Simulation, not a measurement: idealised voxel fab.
Process module heading - voxel ribs on slabs
Square cells of 5 nm make up the cross-section cut, whose width is 260 nm.
A cross-section is a grid of square cells, given in bands from the top down. A band is one or more rows of cells.
Heads up on the band format: heights come first, top then bottom, in nm. After that it's the materials left to right, each with its width in nm. A single material flagged "edge to edge" fills the whole band edge to edge, and "blank" means there's empty space there.
Ref level 0: as-received wafer is one material below here. Bottom band extends down with no lower bound ("0 -> down").
So if you see something like "30->40" for the width, read it as the top row of the band sitting at the first number and the bottom row at the second, with every row in between moving by the same amount as the last.
Take "remains unaltered" at face value: in the step it is given for, the cross-section changed in none of its cells.
Look at "Closed empty spaces" for the closed voids: empty spaces with no open path to the top, sized 8 cells or up. Each is width x height at distance, distance from the left edge, all nm.
Heads up: the bit after the settings on a step's line is the simulator's remark on that step.
"overlay nm", when on a step's line for a step with a mask, measures how far to the right of its planned place the mask lay; a negative measure means to the left.

THESE ARE THE STEPS WE PLANNED FOR THE PROCESS
1: RECEIVE [material Si]
2: DIRECTIONAL_DEP [material SiO2] [thk nm 20]
3: DIRECTIONAL_DEP [material SiN] [thk nm 25]
4: DIRECTIONAL_DEP [material aC] [thk nm 10]
5: PATTERN [tone cover] [mask id RIB] [material resist] [width nm 20] [thk nm 25] [overlay nm 0]
6: DIRECTIONAL_ETCH [etch materials aC] [depth nm 10]
7: STRIP [etch materials resist]
8: DIRECTIONAL_ETCH [etch materials SiN] [depth nm 5]
9: STRIP [etch materials aC]
10: MASKED_ETCH [tone cover] [mask id SLAB] [width nm 60] [etch materials SiN] [depth nm 20] [overlay nm 0]
11: FILL_DEP [material SiO2] [thk nm 15]
12: CMP [height nm 55]
13: DIRECTIONAL_DEP [material W] [thk nm 5]
14: PATTERN [tone cover] [mask id HEATER] [material resist] [width nm 30] [thk nm 15] [overlay nm 0]
15: DIRECTIONAL_ETCH [etch materials W] [depth nm 5]
16: STRIP [etch materials resist]
17: CONFORMAL_DEP [material SiO2] [thk nm 10]

FIRST OF TWO WAFERS: RUN AS PLANNED

AS RECEIVED (POST STEP 1): CROSS-SECTION
  0 -> down: Si edge to edge
  Closed empty spaces: none

THE WAFER IN CROSS-SECTION ONCE STEP 2 IS COMPLETE
  20 -> 0: SiO2 edge to edge
  Lower than 0, everything is as it was.

THE WAFER IN CROSS-SECTION ONCE STEP 3 IS COMPLETE
  45 -> 20: SiN edge to edge
  Lower than 20, everything is as it was.

THE WAFER IN CROSS-SECTION ONCE STEP 4 IS COMPLETE
  55 -> 45: aC edge to edge
  Lower than 45, everything is as it was.

THE WAFER IN CROSS-SECTION ONCE STEP 5 IS COMPLETE
  80 -> 55: blank=120  resist=20  blank=120
  Lower than 55, everything is as it was.

THE WAFER IN CROSS-SECTION ONCE STEP 6 IS COMPLETE
  70 -> 55: blank=120  resist=20  blank=120
  55 -> 45: blank=120  aC=20  blank=120
  Lower than 45, everything is as it was.

THE WAFER IN CROSS-SECTION ONCE STEP 7 IS COMPLETE
  55 -> 45: blank=120  aC=20  blank=120
  Lower than 45, everything is as it was.

THE WAFER IN CROSS-SECTION ONCE STEP 8 IS COMPLETE
  55 -> 45: blank=120  aC=20  blank=120
  45 -> 40: blank=120  SiN=20  blank=120
  Lower than 40, everything is as it was.

THE WAFER IN CROSS-SECTION ONCE STEP 9 IS COMPLETE
  45 -> 40: blank=120  SiN=20  blank=120
  Lower than 40, everything is as it was.

THE WAFER IN CROSS-SECTION ONCE STEP 10 IS COMPLETE
  45 -> 40: blank=120  SiN=20  blank=120
  40 -> 20: blank=100  SiN=60  blank=100
  Lower than 20, everything is as it was.

THE WAFER IN CROSS-SECTION ONCE STEP 11 IS COMPLETE
  60 -> 45: SiO2 edge to edge
  45 -> 40: SiO2=120  SiN=20  SiO2=120
  40 -> 20: SiO2=100  SiN=60  SiO2=100
  Lower than 20, everything is as it was.

THE WAFER IN CROSS-SECTION ONCE STEP 12 IS COMPLETE
  55 -> 45: SiO2 edge to edge
  Lower than 45, everything is as it was.

THE WAFER IN CROSS-SECTION ONCE STEP 13 IS COMPLETE
  60 -> 55: W edge to edge
  Lower than 55, everything is as it was.

THE WAFER IN CROSS-SECTION ONCE STEP 14 IS COMPLETE
  75 -> 60: blank=115  resist=30  blank=115
  Lower than 60, everything is as it was.

THE WAFER IN CROSS-SECTION ONCE STEP 15 IS COMPLETE
  75 -> 60: blank=115  resist=30  blank=115
  60 -> 55: blank=115  W=30  blank=115
  Lower than 55, everything is as it was.

THE WAFER IN CROSS-SECTION ONCE STEP 16 IS COMPLETE
  60 -> 55: blank=115  W=30  blank=115
  Lower than 55, everything is as it was.

THE WAFER IN CROSS-SECTION ONCE STEP 17 IS COMPLETE
  70 -> 65: blank=105  SiO2=50  blank=105
  65 -> 60: SiO2 edge to edge
  60 -> 55: SiO2=115  W=30  SiO2=115
  Lower than 55, everything is as it was.

NOW THE OTHER WAFER: SAME START, SAME RECIPE, BUT WE MESSED UP ONE THING WHEN RUNNING IT. UP TO AND INCLUDING STEP 1 IT'S THE SAME AS THE FIRST ONE

HERE IS THE SECOND WAFER IN CROSS-SECTION AT THE POINT WHERE STEP 2 OF THE PLAN SHOULD HAVE BEEN DONE
  25 -> 0: SiN edge to edge
  Lower than 0, everything is as it was.

HERE IS THE SECOND WAFER IN CROSS-SECTION AT THE POINT WHERE STEP 3 OF THE PLAN SHOULD HAVE BEEN DONE
  45 -> 25: SiO2 edge to edge
  Lower than 25, everything is as it was.

HERE IS THE SECOND WAFER IN CROSS-SECTION AT THE POINT WHERE STEP 4 OF THE PLAN SHOULD HAVE BEEN DONE
  55 -> 45: aC edge to edge
  Lower than 45, everything is as it was.

HERE IS THE SECOND WAFER IN CROSS-SECTION AT THE POINT WHERE STEP 5 OF THE PLAN SHOULD HAVE BEEN DONE
  80 -> 55: blank=120  resist=20  blank=120
  Lower than 55, everything is as it was.

HERE IS THE SECOND WAFER IN CROSS-SECTION AT THE POINT WHERE STEP 6 OF THE PLAN SHOULD HAVE BEEN DONE
  70 -> 55: blank=120  resist=20  blank=120
  55 -> 45: blank=120  aC=20  blank=120
  Lower than 45, everything is as it was.

HERE IS THE SECOND WAFER IN CROSS-SECTION AT THE POINT WHERE STEP 7 OF THE PLAN SHOULD HAVE BEEN DONE
  55 -> 45: blank=120  aC=20  blank=120
  Lower than 45, everything is as it was.

Here is the second wafer in cross-section at the point where step 8 of the plan should have been done: remains unaltered

HERE IS THE SECOND WAFER IN CROSS-SECTION AT THE POINT WHERE STEP 9 OF THE PLAN SHOULD HAVE BEEN DONE
  45 -> 25: SiO2 edge to edge
  Lower than 25, everything is as it was.

Here is the second wafer in cross-section at the point where step 10 of the plan should have been done: remains unaltered

HERE IS THE SECOND WAFER IN CROSS-SECTION AT THE POINT WHERE STEP 11 OF THE PLAN SHOULD HAVE BEEN DONE
  60 -> 25: SiO2 edge to edge
  Lower than 25, everything is as it was.

HERE IS THE SECOND WAFER IN CROSS-SECTION AT THE POINT WHERE STEP 12 OF THE PLAN SHOULD HAVE BEEN DONE
  55 -> 25: SiO2 edge to edge
  Lower than 25, everything is as it was.

HERE IS THE SECOND WAFER IN CROSS-SECTION AT THE POINT WHERE STEP 13 OF THE PLAN SHOULD HAVE BEEN DONE
  60 -> 55: W edge to edge
  Lower than 55, everything is as it was.

HERE IS THE SECOND WAFER IN CROSS-SECTION AT THE POINT WHERE STEP 14 OF THE PLAN SHOULD HAVE BEEN DONE
  75 -> 60: blank=115  resist=30  blank=115
  Lower than 60, everything is as it was.

HERE IS THE SECOND WAFER IN CROSS-SECTION AT THE POINT WHERE STEP 15 OF THE PLAN SHOULD HAVE BEEN DONE
  75 -> 60: blank=115  resist=30  blank=115
  60 -> 55: blank=115  W=30  blank=115
  Lower than 55, everything is as it was.

HERE IS THE SECOND WAFER IN CROSS-SECTION AT THE POINT WHERE STEP 16 OF THE PLAN SHOULD HAVE BEEN DONE
  60 -> 55: blank=115  W=30  blank=115
  Lower than 55, everything is as it was.

HERE IS THE SECOND WAFER IN CROSS-SECTION AT THE POINT WHERE STEP 17 OF THE PLAN SHOULD HAVE BEEN DONE
  70 -> 65: blank=105  SiO2=50  blank=105
  65 -> 60: SiO2 edge to edge
  60 -> 55: SiO2=115  W=30  SiO2=115
  Lower than 55, everything is as it was.
Want to know what went wrong? the executed order of steps 2 and 3 is the reverse of that specified in the plan, each step having taken the other's position
Final tally in cells, some materials are higher or lower on the second wafer than on the first: +208 SiN; -208 SiO2
